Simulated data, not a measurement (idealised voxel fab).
The process module that follows is named voxel gate over fins.
Xsec cut, 260 nm wide, square cell size 5 nm.
A cross-section is written here as square cells arranged in a grid, and it is given in bands from the top down, each band taking up one or more rows of cells.
Read a band's entry like this: the first values are the height of its top and the height of its bottom in nm, and what follows is the sequence of materials from left to right, each with its width in nm. Note that "blank" is empty space, and that a single material marked "everywhere" reaches across the band from edge to edge.
All heights in this document are referenced to 0, defined as the level beneath which the wafer, as received, consists entirely of one material. The lowest band is not bounded below; it extends indefinitely downward and is written in the form "0 -> down".
With a width like "30->40", each row of cells in the band differs from the next by the same amount, the top row carrying the first number and the bottom row the second.
A step reported as "no change occurred" is a step in which no cell of the cross-section changed.
The label "Closed internal voids" introduces a list of the empty spaces, 8 cells or larger, that have no open way up to the top; each entry in it reads width x height at distance, where the distance is taken from the left edge and all three are stated in nm.
The remark found on a step's line after its settings is issued by the simulator itself and pertains to that step.
A step's line can hold "overlay nm"; with a mask on that step, the setting says how far right of the planned place the mask lay, while a negative setting says it lay to the left.
-- These are the steps we planned for the process
1: RECEIVE, material Si
2: CONFORMAL_DEP, material SiN, thk nm 5
3: MASKED_ETCH, tone cover, mask id FINS, width nm 15, pitch nm 45, etch materials SiN, depth nm 5, overlay nm 0
4: MASKED_ETCH, tone cover, mask id FINS, width nm 15, pitch nm 45, etch materials Si, depth nm 35, overlay nm 0
5: FILL_DEP, material SiO2, thk nm 10
6: CMP, height nm 5
7: SELECTIVE_ETCH, etch materials SiO2, depth nm 15
8: STRIP, etch materials SiN
9: CONFORMAL_DEP, material HfO2, thk nm 5
10: CONFORMAL_DEP, material TiN, thk nm 5
11: FILL_DEP, material W, thk nm 10
12: CMP, height nm 15
13: CONFORMAL_DEP, material SiCN, thk nm 5
-- Wafer, first of two, run as planned
-- Delivered wafer in cross-section: state after step 1
- 0 -> down | Si everywhere
- Closed internal voids: none
-- The wafer in cross-section once step 2 is complete
- 5 -> 0 | SiN everywhere
- Under 0: no change, same as before.
-- The wafer in cross-section once step 3 is complete
- 5 -> 0 | 55 nm blank | 15 nm SiN | 30 nm blank | 15 nm SiN | 30 nm blank | 15 nm SiN | 30 nm blank | 15 nm SiN | 55 nm blank
- Under 0: no change, same as before.
-- The wafer in cross-section once step 4 is complete
- 5 -> 0 | 55 nm blank | 15 nm SiN | 30 nm blank | 15 nm SiN | 30 nm blank | 15 nm SiN | 30 nm blank | 15 nm SiN | 55 nm blank
- 0 -> -35 | 55 nm blank | 15 nm Si | 30 nm blank | 15 nm Si | 30 nm blank | 15 nm Si | 30 nm blank | 15 nm Si | 55 nm blank
- Under -35: no change, same as before.
-- The wafer in cross-section once step 5 is complete
- 15 -> 5 | SiO2 everywhere
- 5 -> 0 | 55 nm SiO2 | 15 nm SiN | 30 nm SiO2 | 15 nm SiN | 30 nm SiO2 | 15 nm SiN | 30 nm SiO2 | 15 nm SiN | 55 nm SiO2
- 0 -> -35 | 55 nm SiO2 | 15 nm Si | 30 nm SiO2 | 15 nm Si | 30 nm SiO2 | 15 nm Si | 30 nm SiO2 | 15 nm Si | 55 nm SiO2
- Under -35: no change, same as before.
-- The wafer in cross-section once step 6 is complete
- 5 -> 0 | 55 nm SiO2 | 15 nm SiN | 30 nm SiO2 | 15 nm SiN | 30 nm SiO2 | 15 nm SiN | 30 nm SiO2 | 15 nm SiN | 55 nm SiO2
- Under 0: no change, same as before.
-- The wafer in cross-section once step 7 is complete
- 5 -> 0 | 55 nm blank | 15 nm SiN | 30 nm blank | 15 nm SiN | 30 nm blank | 15 nm SiN | 30 nm blank | 15 nm SiN | 55 nm blank
- 0 -> -10 | 55 nm blank | 15 nm Si | 30 nm blank | 15 nm Si | 30 nm blank | 15 nm Si | 30 nm blank | 15 nm Si | 55 nm blank
- Under -10: no change, same as before.
-- The wafer in cross-section once step 8 is complete
- 0 -> -10 | 55 nm blank | 15 nm Si | 30 nm blank | 15 nm Si | 30 nm blank | 15 nm Si | 30 nm blank | 15 nm Si | 55 nm blank
- Under -10: no change, same as before.
-- The wafer in cross-section once step 9 is complete
- 5 -> 0 | 50 nm blank | 25 nm HfO2 | 20 nm blank | 25 nm HfO2 | 20 nm blank | 25 nm HfO2 | 20 nm blank | 25 nm HfO2 | 50 nm blank
- 0 -> -5 | 50 nm blank | 5 nm HfO2 | 15 nm Si | 5 nm HfO2 | 20 nm blank | 5 nm HfO2 | 15 nm Si | 5 nm HfO2 | 20 nm blank | 5 nm HfO2 | 15 nm Si | 5 nm HfO2 | 20 nm blank | 5 nm HfO2 | 15 nm Si | 5 nm HfO2 | 50 nm blank
- -5 -> -10 | 55 nm HfO2 | 15 nm Si | 30 nm HfO2 | 15 nm Si | 30 nm HfO2 | 15 nm Si | 30 nm HfO2 | 15 nm Si | 55 nm HfO2
- Under -10: no change, same as before.
-- The wafer in cross-section once step 10 is complete
- 10 -> 5 | 45 nm blank | 35 nm TiN | 10 nm blank | 35 nm TiN | 10 nm blank | 35 nm TiN | 10 nm blank | 35 nm TiN | 45 nm blank
- 5 -> 0 | 45 nm blank | 5 nm TiN | 25 nm HfO2 | 5 nm TiN | 10 nm blank | 5 nm TiN | 25 nm HfO2 | 5 nm TiN | 10 nm blank | 5 nm TiN | 25 nm HfO2 | 5 nm TiN | 10 nm blank | 5 nm TiN | 25 nm HfO2 | 5 nm TiN | 45 nm blank
- 0 -> -5 | 50 nm TiN | 5 nm HfO2 | 15 nm Si | 5 nm HfO2 | 20 nm TiN | 5 nm HfO2 | 15 nm Si | 5 nm HfO2 | 20 nm TiN | 5 nm HfO2 | 15 nm Si | 5 nm HfO2 | 20 nm TiN | 5 nm HfO2 | 15 nm Si | 5 nm HfO2 | 50 nm TiN
- Under -5: no change, same as before.
-- The wafer in cross-section once step 11 is complete
- 20 -> 10 | W everywhere
- 10 -> 5 | 45 nm W | 35 nm TiN | 10 nm W | 35 nm TiN | 10 nm W | 35 nm TiN | 10 nm W | 35 nm TiN | 45 nm W
- 5 -> 0 | 45 nm W | 5 nm TiN | 25 nm HfO2 | 5 nm TiN | 10 nm W | 5 nm TiN | 25 nm HfO2 | 5 nm TiN | 10 nm W | 5 nm TiN | 25 nm HfO2 | 5 nm TiN | 10 nm W | 5 nm TiN | 25 nm HfO2 | 5 nm TiN | 45 nm W
- Under 0: no change, same as before.
-- The wafer in cross-section once step 12 is complete
- 15 -> 10 | W everywhere
- Under 10: no change, same as before.
-- The wafer in cross-section once step 13 is complete
- 20 -> 15 | SiCN everywhere
- Under 15: no change, same as before.
-- Second wafer, same starting conditions and recipe as the first, one mistake in executing it, nothing differs from the first up to and including step 3
-- Planned end of step 4: second wafer, cross-section
- 5 -> 0 | 55 nm blank | 15 nm SiN | 30 nm blank | 15 nm SiN | 30 nm blank | 15 nm SiN | 30 nm blank | 15 nm SiN | 55 nm blank
- 0 -> -40 | 55 nm blank | 15 nm Si | 30 nm blank | 15 nm Si | 30 nm blank | 15 nm Si | 30 nm blank | 15 nm Si | 55 nm blank
- Under -40: no change, same as before.
-- Planned end of step 5: second wafer, cross-section
- 15 -> 5 | SiO2 everywhere
- 5 -> 0 | 55 nm SiO2 | 15 nm SiN | 30 nm SiO2 | 15 nm SiN | 30 nm SiO2 | 15 nm SiN | 30 nm SiO2 | 15 nm SiN | 55 nm SiO2
- 0 -> -40 | 55 nm SiO2 | 15 nm Si | 30 nm SiO2 | 15 nm Si | 30 nm SiO2 | 15 nm Si | 30 nm SiO2 | 15 nm Si | 55 nm SiO2
- Under -40: no change, same as before.
-- Planned end of step 6: second wafer, cross-section
- 5 -> 0 | 55 nm SiO2 | 15 nm SiN | 30 nm SiO2 | 15 nm SiN | 30 nm SiO2 | 15 nm SiN | 30 nm SiO2 | 15 nm SiN | 55 nm SiO2
- Under 0: no change, same as before.
-- Planned end of step 7: second wafer, cross-section
- 5 -> 0 | 55 nm blank | 15 nm SiN | 30 nm blank | 15 nm SiN | 30 nm blank | 15 nm SiN | 30 nm blank | 15 nm SiN | 55 nm blank
- 0 -> -10 | 55 nm blank | 15 nm Si | 30 nm blank | 15 nm Si | 30 nm blank | 15 nm Si | 30 nm blank | 15 nm Si | 55 nm blank
- Under -10: no change, same as before.
-- Planned end of step 8: second wafer, cross-section
- 0 -> -10 | 55 nm blank | 15 nm Si | 30 nm blank | 15 nm Si | 30 nm blank | 15 nm Si | 30 nm blank | 15 nm Si | 55 nm blank
- Under -10: no change, same as before.
-- Planned end of step 9: second wafer, cross-section
- 5 -> 0 | 50 nm blank | 25 nm HfO2 | 20 nm blank | 25 nm HfO2 | 20 nm blank | 25 nm HfO2 | 20 nm blank | 25 nm HfO2 | 50 nm blank
- 0 -> -5 | 50 nm blank | 5 nm HfO2 | 15 nm Si | 5 nm HfO2 | 20 nm blank | 5 nm HfO2 | 15 nm Si | 5 nm HfO2 | 20 nm blank | 5 nm HfO2 | 15 nm Si | 5 nm HfO2 | 20 nm blank | 5 nm HfO2 | 15 nm Si | 5 nm HfO2 | 50 nm blank
- -5 -> -10 | 55 nm HfO2 | 15 nm Si | 30 nm HfO2 | 15 nm Si | 30 nm HfO2 | 15 nm Si | 30 nm HfO2 | 15 nm Si | 55 nm HfO2
- Under -10: no change, same as before.
-- Planned end of step 10: second wafer, cross-section
- 10 -> 5 | 45 nm blank | 35 nm TiN | 10 nm blank | 35 nm TiN | 10 nm blank | 35 nm TiN | 10 nm blank | 35 nm TiN | 45 nm blank
- 5 -> 0 | 45 nm blank | 5 nm TiN | 25 nm HfO2 | 5 nm TiN | 10 nm blank | 5 nm TiN | 25 nm HfO2 | 5 nm TiN | 10 nm blank | 5 nm TiN | 25 nm HfO2 | 5 nm TiN | 10 nm blank | 5 nm TiN | 25 nm HfO2 | 5 nm TiN | 45 nm blank
- 0 -> -5 | 50 nm TiN | 5 nm HfO2 | 15 nm Si | 5 nm HfO2 | 20 nm TiN | 5 nm HfO2 | 15 nm Si | 5 nm HfO2 | 20 nm TiN | 5 nm HfO2 | 15 nm Si | 5 nm HfO2 | 20 nm TiN | 5 nm HfO2 | 15 nm Si | 5 nm HfO2 | 50 nm TiN
- Under -5: no change, same as before.
-- Planned end of step 11: second wafer, cross-section
- 20 -> 10 | W everywhere
- 10 -> 5 | 45 nm W | 35 nm TiN | 10 nm W | 35 nm TiN | 10 nm W | 35 nm TiN | 10 nm W | 35 nm TiN | 45 nm W
- 5 -> 0 | 45 nm W | 5 nm TiN | 25 nm HfO2 | 5 nm TiN | 10 nm W | 5 nm TiN | 25 nm HfO2 | 5 nm TiN | 10 nm W | 5 nm TiN | 25 nm HfO2 | 5 nm TiN | 10 nm W | 5 nm TiN | 25 nm HfO2 | 5 nm TiN | 45 nm W
- Under 0: no change, same as before.
-- Planned end of step 12: second wafer, cross-section
- 15 -> 10 | W everywhere
- Under 10: no change, same as before.
-- Planned end of step 13: second wafer, cross-section
- 20 -> 15 | SiCN everywhere
- Under 15: no change, same as before.
what went wrong: step 4 was run on a setting that differed from the plan, and what really ran there is MASKED_ETCH, tone cover, mask id FINS, width nm 15, pitch nm 45, etch materials Si, depth nm 40, overlay nm 0
Final wafer comparison in cells, second versus first, more or fewer per material: Si -40 | SiO2 +40
